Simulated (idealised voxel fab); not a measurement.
This section sets out a process module, namely voxel self aligned vias.
We display cut, a cross-section 295 nm in width whose square cells are each 5 nm.
Cross-section spec: square-cell grid; bands listed top down; each band is one or more rows. In this notation a band is specified by the heights of its top and bottom, in that order and in nm, after which its materials appear from left to right, each paired with its width in nm. The word "full width" attached to a single material means that material fills the band from edge to edge; the word "empty" stands for empty space. Heights are reckoned from 0. Under this level, the received wafer is all of one material. The bottommost band is open-ended downward, for example "0..down". It should be noted that a width expressed as "30 to 40" varies in equal increments from row to row of cells within the band, taking the value of the first number at the top row and that of the second number at the bottom row. For the purposes of this document, the phrase "nothing was modified" attached to a step denotes that no cell within the cross-section was modified by that step. You'll see "Entrapped void list" listing empty spaces that have no way open to the top, as long as they're 8 cells or more; the notation is width x height at distance, where the distance is from the left edge, and all of it is in nm. Text after the settings on a step's line: the simulator's own remark on that step. The line of a step may include "overlay nm". On a step with a mask, this value is how far to the right of its planned place the mask lay. A negative value means the mask lay to the left.
PLANNED PROCESS STEPS
| 1 | RECEIVE with material Si |
| 2 | CONFORMAL_DEP with material SiO2, thk nm 10 |
| 3 | CONFORMAL_DEP with material SiCN, thk nm 5 |
| 4 | DIRECTIONAL_DEP with material SiO2, thk nm 25 |
| 5 | DIRECTIONAL_DEP with material aC, thk nm 15 |
| 6 | PATTERN with tone open, mask id LINES, material resist, width nm 30, pitch nm 65, thk nm 30, overlay nm 0 |
| 7 | DIRECTIONAL_ETCH with etch materials aC, depth nm 15 |
| 8 | STRIP with etch materials resist |
| 9 | DIRECTIONAL_ETCH with etch materials SiO2, depth nm 25 |
| 10 | STRIP with etch materials aC |
| 11 | CONFORMAL_DEP with material TiN, thk nm 5 |
| 12 | FILL_DEP with material W, thk nm 5 |
| 13 | CMP with height nm 40 |
| 14 | SELECTIVE_ETCH with etch materials W Ru TiN, depth nm 5 |
| 15 | FILL_DEP with material SiN, thk nm 5 |
| 16 | CMP with height nm 40 |
| 17 | DIRECTIONAL_DEP with material SiO2, thk nm 15 |
| 18 | DIRECTIONAL_DEP with material aC, thk nm 15 |
| 19 | PATTERN with tone open, mask id VIAS, material resist, width nm 40, thk nm 35, overlay nm 0 |
| 20 | DIRECTIONAL_ETCH with etch materials aC, depth nm 15 |
| 21 | STRIP with etch materials resist |
| 22 | DIRECTIONAL_ETCH with etch materials SiO2, depth nm 15 |
| 23 | DIRECTIONAL_ETCH with etch materials SiN, depth nm 5 |
| 24 | STRIP with etch materials aC |
| 25 | CONFORMAL_DEP with material TiN, thk nm 5 |
| 26 | FILL_DEP with material W, thk nm 5 |
| 27 | CMP with height nm 55 |
| 28 | CONFORMAL_DEP with material SiN, thk nm 5 |
RUN AS PLANNED: FIRST OF TWO WAFERS
CROSS-SECTION: WAFER ON ARRIVAL = AFTER STEP 1
  0..down | Si full width
  Entrapped void list: none
THE WAFER IN CROSS-SECTION ONCE STEP 2 IS COMPLETE
  10..0 | SiO2 full width
  Below 0 it's all the same as before, nothing changed down there.
THE WAFER IN CROSS-SECTION ONCE STEP 3 IS COMPLETE
  15..10 | SiCN full width
  Below 10 it's all the same as before, nothing changed down there.
THE WAFER IN CROSS-SECTION ONCE STEP 4 IS COMPLETE
  40..15 | SiO2 full width
  Below 15 it's all the same as before, nothing changed down there.
THE WAFER IN CROSS-SECTION ONCE STEP 5 IS COMPLETE
  55..40 | aC full width
  Below 40 it's all the same as before, nothing changed down there.
THE WAFER IN CROSS-SECTION ONCE STEP 6 IS COMPLETE
  85..55 | 100 nm resist | 30 nm empty | 35 nm resist | 30 nm empty | 100 nm resist
  Below 55 it's all the same as before, nothing changed down there.
THE WAFER IN CROSS-SECTION ONCE STEP 7 IS COMPLETE
  70..55 | 100 nm resist | 30 nm empty | 35 nm resist | 30 nm empty | 100 nm resist
  55..40 | 100 nm aC | 30 nm empty | 35 nm aC | 30 nm empty | 100 nm aC
  Below 40 it's all the same as before, nothing changed down there.
THE WAFER IN CROSS-SECTION ONCE STEP 8 IS COMPLETE
  55..40 | 100 nm aC | 30 nm empty | 35 nm aC | 30 nm empty | 100 nm aC
  Below 40 it's all the same as before, nothing changed down there.
THE WAFER IN CROSS-SECTION ONCE STEP 9 IS COMPLETE
  55..40 | 100 nm aC | 30 nm empty | 35 nm aC | 30 nm empty | 100 nm aC
  40..15 | 100 nm SiO2 | 30 nm empty | 35 nm SiO2 | 30 nm empty | 100 nm SiO2
  Below 15 it's all the same as before, nothing changed down there.
THE WAFER IN CROSS-SECTION ONCE STEP 10 IS COMPLETE
  40..15 | 100 nm SiO2 | 30 nm empty | 35 nm SiO2 | 30 nm empty | 100 nm SiO2
  Below 15 it's all the same as before, nothing changed down there.
THE WAFER IN CROSS-SECTION ONCE STEP 11 IS COMPLETE
  45..40 | 105 nm TiN | 20 nm empty | 45 nm TiN | 20 nm empty | 105 nm TiN
  40..20 | 100 nm SiO2 | 5 nm TiN | 20 nm empty | 5 nm TiN | 35 nm SiO2 | 5 nm TiN | 20 nm empty | 5 nm TiN | 100 nm SiO2
  20..15 | 100 nm SiO2 | 30 nm TiN | 35 nm SiO2 | 30 nm TiN | 100 nm SiO2
  Below 15 it's all the same as before, nothing changed down there.
THE WAFER IN CROSS-SECTION ONCE STEP 12 IS COMPLETE
  50..45 | W full width
  45..40 | 105 nm TiN | 20 nm W | 45 nm TiN | 20 nm W | 105 nm TiN
  40..20 | 100 nm SiO2 | 5 nm TiN | 20 nm W | 5 nm TiN | 35 nm SiO2 | 5 nm TiN | 20 nm W | 5 nm TiN | 100 nm SiO2
  Below 20 it's all the same as before, nothing changed down there.
THE WAFER IN CROSS-SECTION ONCE STEP 13 IS COMPLETE
  40..20 | 100 nm SiO2 | 5 nm TiN | 20 nm W | 5 nm TiN | 35 nm SiO2 | 5 nm TiN | 20 nm W | 5 nm TiN | 100 nm SiO2
  Below 20 it's all the same as before, nothing changed down there.
THE WAFER IN CROSS-SECTION ONCE STEP 14 IS COMPLETE
  40..35 | 100 nm SiO2 | 30 nm empty | 35 nm SiO2 | 30 nm empty | 100 nm SiO2
  Below 35 it's all the same as before, nothing changed down there.
THE WAFER IN CROSS-SECTION ONCE STEP 15 IS COMPLETE
  45..40 | SiN full width
  40..35 | 100 nm SiO2 | 30 nm SiN | 35 nm SiO2 | 30 nm SiN | 100 nm SiO2
  Below 35 it's all the same as before, nothing changed down there.
THE WAFER IN CROSS-SECTION ONCE STEP 16 IS COMPLETE
  40..35 | 100 nm SiO2 | 30 nm SiN | 35 nm SiO2 | 30 nm SiN | 100 nm SiO2
  Below 35 it's all the same as before, nothing changed down there.
THE WAFER IN CROSS-SECTION ONCE STEP 17 IS COMPLETE
  55..40 | SiO2 full width
  Below 40 it's all the same as before, nothing changed down there.
THE WAFER IN CROSS-SECTION ONCE STEP 18 IS COMPLETE
  70..55 | aC full width
  Below 55 it's all the same as before, nothing changed down there.
THE WAFER IN CROSS-SECTION ONCE STEP 19 IS COMPLETE
  105..70 | 95 nm resist | 40 nm empty | 160 nm resist
  Below 70 it's all the same as before, nothing changed down there.
THE WAFER IN CROSS-SECTION ONCE STEP 20 IS COMPLETE
  90..70 | 95 nm resist | 40 nm empty | 160 nm resist
  70..55 | 95 nm aC | 40 nm empty | 160 nm aC
  Below 55 it's all the same as before, nothing changed down there.
THE WAFER IN CROSS-SECTION ONCE STEP 21 IS COMPLETE
  70..55 | 95 nm aC | 40 nm empty | 160 nm aC
  Below 55 it's all the same as before, nothing changed down there.
THE WAFER IN CROSS-SECTION ONCE STEP 22 IS COMPLETE
  70..55 | 95 nm aC | 40 nm empty | 160 nm aC
  55..40 | 95 nm SiO2 | 40 nm empty | 160 nm SiO2
  Below 40 it's all the same as before, nothing changed down there.
THE WAFER IN CROSS-SECTION ONCE STEP 23 IS COMPLETE
  70..55 | 95 nm aC | 40 nm empty | 160 nm aC
  55..40 | 95 nm SiO2 | 40 nm empty | 160 nm SiO2
  40..35 | 100 nm SiO2 | 30 nm empty | 35 nm SiO2 | 30 nm SiN | 100 nm SiO2
  Below 35 it's all the same as before, nothing changed down there.
THE WAFER IN CROSS-SECTION ONCE STEP 24 IS COMPLETE
  55..40 | 95 nm SiO2 | 40 nm empty | 160 nm SiO2
  Below 40 it's all the same as before, nothing changed down there.
THE WAFER IN CROSS-SECTION ONCE STEP 25 IS COMPLETE
  60..55 | 100 nm TiN | 30 nm empty | 165 nm TiN
  55..45 | 95 nm SiO2 | 5 nm TiN | 30 nm empty | 5 nm TiN | 160 nm SiO2
  45..40 | 95 nm SiO2 | 10 nm TiN | 20 nm empty | 10 nm TiN | 160 nm SiO2
  40..35 | 100 nm SiO2 | 30 nm TiN | 35 nm SiO2 | 30 nm SiN | 100 nm SiO2
  Below 35 it's all the same as before, nothing changed down there.
THE WAFER IN CROSS-SECTION ONCE STEP 26 IS COMPLETE
  65..60 | W full width
  60..55 | 100 nm TiN | 30 nm W | 165 nm TiN
  55..45 | 95 nm SiO2 | 5 nm TiN | 30 nm W | 5 nm TiN | 160 nm SiO2
  45..40 | 95 nm SiO2 | 10 nm TiN | 20 nm W | 10 nm TiN | 160 nm SiO2
  Below 40 it's all the same as before, nothing changed down there.
THE WAFER IN CROSS-SECTION ONCE STEP 27 IS COMPLETE
  55..45 | 95 nm SiO2 | 5 nm TiN | 30 nm W | 5 nm TiN | 160 nm SiO2
  Below 45 it's all the same as before, nothing changed down there.
THE WAFER IN CROSS-SECTION ONCE STEP 28 IS COMPLETE
  60..55 | SiN full width
  Below 55 it's all the same as before, nothing changed down there.
SECOND WAFER, SAME STARTING CONDITIONS AND RECIPE AS THE FIRST, ONE MISTAKE IN EXECUTING IT, NOTHING DIFFERS FROM THE FIRST UP TO AND INCLUDING STEP 5
PLANNED END OF STEP 6: SECOND WAFER, CROSS-SECTION
  85..55 | 105 nm resist | 30 nm empty | 35 nm resist | 30 nm empty | 95 nm resist
  Below 55 it's all the same as before, nothing changed down there.
PLANNED END OF STEP 7: SECOND WAFER, CROSS-SECTION
  70..55 | 105 nm resist | 30 nm empty | 35 nm resist | 30 nm empty | 95 nm resist
  55..40 | 105 nm aC | 30 nm empty | 35 nm aC | 30 nm empty | 95 nm aC
  Below 40 it's all the same as before, nothing changed down there.
PLANNED END OF STEP 8: SECOND WAFER, CROSS-SECTION
  55..40 | 105 nm aC | 30 nm empty | 35 nm aC | 30 nm empty | 95 nm aC
  Below 40 it's all the same as before, nothing changed down there.
PLANNED END OF STEP 9: SECOND WAFER, CROSS-SECTION
  55..40 | 105 nm aC | 30 nm empty | 35 nm aC | 30 nm empty | 95 nm aC
  40..15 | 105 nm SiO2 | 30 nm empty | 35 nm SiO2 | 30 nm empty | 95 nm SiO2
  Below 15 it's all the same as before, nothing changed down there.
PLANNED END OF STEP 10: SECOND WAFER, CROSS-SECTION
  40..15 | 105 nm SiO2 | 30 nm empty | 35 nm SiO2 | 30 nm empty | 95 nm SiO2
  Below 15 it's all the same as before, nothing changed down there.
PLANNED END OF STEP 11: SECOND WAFER, CROSS-SECTION
  45..40 | 110 nm TiN | 20 nm empty | 45 nm TiN | 20 nm empty | 100 nm TiN
  40..20 | 105 nm SiO2 | 5 nm TiN | 20 nm empty | 5 nm TiN | 35 nm SiO2 | 5 nm TiN | 20 nm empty | 5 nm TiN | 95 nm SiO2
  20..15 | 105 nm SiO2 | 30 nm TiN | 35 nm SiO2 | 30 nm TiN | 95 nm SiO2
  Below 15 it's all the same as before, nothing changed down there.
PLANNED END OF STEP 12: SECOND WAFER, CROSS-SECTION
  50..45 | W full width
  45..40 | 110 nm TiN | 20 nm W | 45 nm TiN | 20 nm W | 100 nm TiN
  40..20 | 105 nm SiO2 | 5 nm TiN | 20 nm W | 5 nm TiN | 35 nm SiO2 | 5 nm TiN | 20 nm W | 5 nm TiN | 95 nm SiO2
  Below 20 it's all the same as before, nothing changed down there.
PLANNED END OF STEP 13: SECOND WAFER, CROSS-SECTION
  40..20 | 105 nm SiO2 | 5 nm TiN | 20 nm W | 5 nm TiN | 35 nm SiO2 | 5 nm TiN | 20 nm W | 5 nm TiN | 95 nm SiO2
  Below 20 it's all the same as before, nothing changed down there.
PLANNED END OF STEP 14: SECOND WAFER, CROSS-SECTION
  40..35 | 105 nm SiO2 | 30 nm empty | 35 nm SiO2 | 30 nm empty | 95 nm SiO2
  Below 35 it's all the same as before, nothing changed down there.
PLANNED END OF STEP 15: SECOND WAFER, CROSS-SECTION
  45..40 | SiN full width
  40..35 | 105 nm SiO2 | 30 nm SiN | 35 nm SiO2 | 30 nm SiN | 95 nm SiO2
  Below 35 it's all the same as before, nothing changed down there.
PLANNED END OF STEP 16: SECOND WAFER, CROSS-SECTION
  40..35 | 105 nm SiO2 | 30 nm SiN | 35 nm SiO2 | 30 nm SiN | 95 nm SiO2
  Below 35 it's all the same as before, nothing changed down there.
PLANNED END OF STEP 17: SECOND WAFER, CROSS-SECTION
  55..40 | SiO2 full width
  Below 40 it's all the same as before, nothing changed down there.
PLANNED END OF STEP 18: SECOND WAFER, CROSS-SECTION
  70..55 | aC full width
  Below 55 it's all the same as before, nothing changed down there.
PLANNED END OF STEP 19: SECOND WAFER, CROSS-SECTION
  105..70 | 95 nm resist | 40 nm empty | 160 nm resist
  Below 70 it's all the same as before, nothing changed down there.
PLANNED END OF STEP 20: SECOND WAFER, CROSS-SECTION
  90..70 | 95 nm resist | 40 nm empty | 160 nm resist
  70..55 | 95 nm aC | 40 nm empty | 160 nm aC
  Below 55 it's all the same as before, nothing changed down there.
PLANNED END OF STEP 21: SECOND WAFER, CROSS-SECTION
  70..55 | 95 nm aC | 40 nm empty | 160 nm aC
  Below 55 it's all the same as before, nothing changed down there.
PLANNED END OF STEP 22: SECOND WAFER, CROSS-SECTION
  70..55 | 95 nm aC | 40 nm empty | 160 nm aC
  55..40 | 95 nm SiO2 | 40 nm empty | 160 nm SiO2
  Below 40 it's all the same as before, nothing changed down there.
PLANNED END OF STEP 23: SECOND WAFER, CROSS-SECTION
  70..55 | 95 nm aC | 40 nm empty | 160 nm aC
  55..40 | 95 nm SiO2 | 40 nm empty | 160 nm SiO2
  40..35 | 105 nm SiO2 | 30 nm empty | 35 nm SiO2 | 30 nm SiN | 95 nm SiO2
  Below 35 it's all the same as before, nothing changed down there.
PLANNED END OF STEP 24: SECOND WAFER, CROSS-SECTION
  55..40 | 95 nm SiO2 | 40 nm empty | 160 nm SiO2
  Below 40 it's all the same as before, nothing changed down there.
PLANNED END OF STEP 25: SECOND WAFER, CROSS-SECTION
  60..55 | 100 nm TiN | 30 nm empty | 165 nm TiN
  55..45 | 95 nm SiO2 | 5 nm TiN | 30 nm empty | 5 nm TiN | 160 nm SiO2
  45..40 | 95 nm SiO2 | 15 nm TiN | 20 nm empty | 5 nm TiN | 160 nm SiO2
  40..35 | 105 nm SiO2 | 30 nm TiN | 35 nm SiO2 | 30 nm SiN | 95 nm SiO2
  Below 35 it's all the same as before, nothing changed down there.
PLANNED END OF STEP 26: SECOND WAFER, CROSS-SECTION
  65..60 | W full width
  60..55 | 100 nm TiN | 30 nm W | 165 nm TiN
  55..45 | 95 nm SiO2 | 5 nm TiN | 30 nm W | 5 nm TiN | 160 nm SiO2
  45..40 | 95 nm SiO2 | 15 nm TiN | 20 nm W | 5 nm TiN | 160 nm SiO2
  Below 40 it's all the same as before, nothing changed down there.
PLANNED END OF STEP 27: SECOND WAFER, CROSS-SECTION
  55..45 | 95 nm SiO2 | 5 nm TiN | 30 nm W | 5 nm TiN | 160 nm SiO2
  Below 45 it's all the same as before, nothing changed down there.
PLANNED END OF STEP 28: SECOND WAFER, CROSS-SECTION
  60..55 | SiN full width
  Below 55 it's all the same as before, nothing changed down there.
Which mistake was made when the wafer was run? step 6 went in with a setting other than planned; the actual run was PATTERN with tone open, mask id LINES, material resist, width nm 30, pitch nm 65, thk nm 30, overlay nm 5
at the end the second wafer has, in cells: as many of each material as the first, in other places
